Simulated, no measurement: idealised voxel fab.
process module | voxel ribs on slabs
cross-section cut | 140 nm wide | cells 5 nm
A cross-section is a grid of square cells, given in bands from the top down. A band is one or more rows of cells.
Each band's line starts with the height of the band's top and of its bottom, in nm. Then come its materials from left to right, each with its width in nm. One material with "throughout" fills the band from edge to edge. "air" is empty space.
Height 0 is the level under which the wafer as received is all one material. The lowest band goes on downwards, as in "0 down".
A width such as "30 to 40" changes by the same amount from each row of cells to the next, from the band's top row to its bottom row.
"no change" after a step means that no cell of the cross-section changed.
closed voids: empty space of 8 cells or more with no open way to the top, each as width x height at its distance from the left edge, in nm
after a step's settings: what the simulator itself notes on the step
overlay nm, on a step with a mask: how far to the right of its planned place the mask lay; to the left if negative
plan
1 op RECEIVE | material Si
2 op DIRECTIONAL_DEP | material SiO2 | thk nm 30
3 op DIRECTIONAL_DEP | material polySi | thk nm 15
4 op MASKED_ETCH | tone cover | mask id RIB | width nm 30 | etch materials polySi | depth nm 5 | overlay nm 0
5 op PATTERN | tone cover | mask id SLAB | material resist | width nm 90 | thk nm 15 | overlay nm 0
6 op DIRECTIONAL_ETCH | etch materials polySi | depth nm 10
7 op STRIP | etch materials resist
8 op FILL_DEP | material SiO2 | thk nm 30
9 op CMP | height nm 65
10 op DIRECTIONAL_DEP | material W | thk nm 10
11 op PATTERN | tone cover | mask id HEATER | material resist | width nm 40 | thk nm 15 | overlay nm 0
12 op DIRECTIONAL_ETCH | etch materials W | depth nm 10
13 op STRIP | etch materials resist
14 op CONFORMAL_DEP | material SiO2 | thk nm 10
as received, after step 1
  0 down: Si throughout
  closed voids: none
a wafer at the end: this start, this plan, one mistake
  85 to 80: air 40 | SiO2 60 | air 40
  80 to 75: SiO2 throughout
  75 to 70: SiO2 50 | W 40 | SiO2 50
  70 to 65: W throughout
  65 to 45: SiO2 throughout
  45 to 40: SiO2 55 | polySi 30 | SiO2 55
  40 to 30: SiO2 25 | polySi 90 | SiO2 25
  30 to 0: SiO2 throughout
  0 down: Si throughout
  closed voids: none
what went wrong: step 12 ran as: op DIRECTIONAL_ETCH | etch materials W | depth nm 5
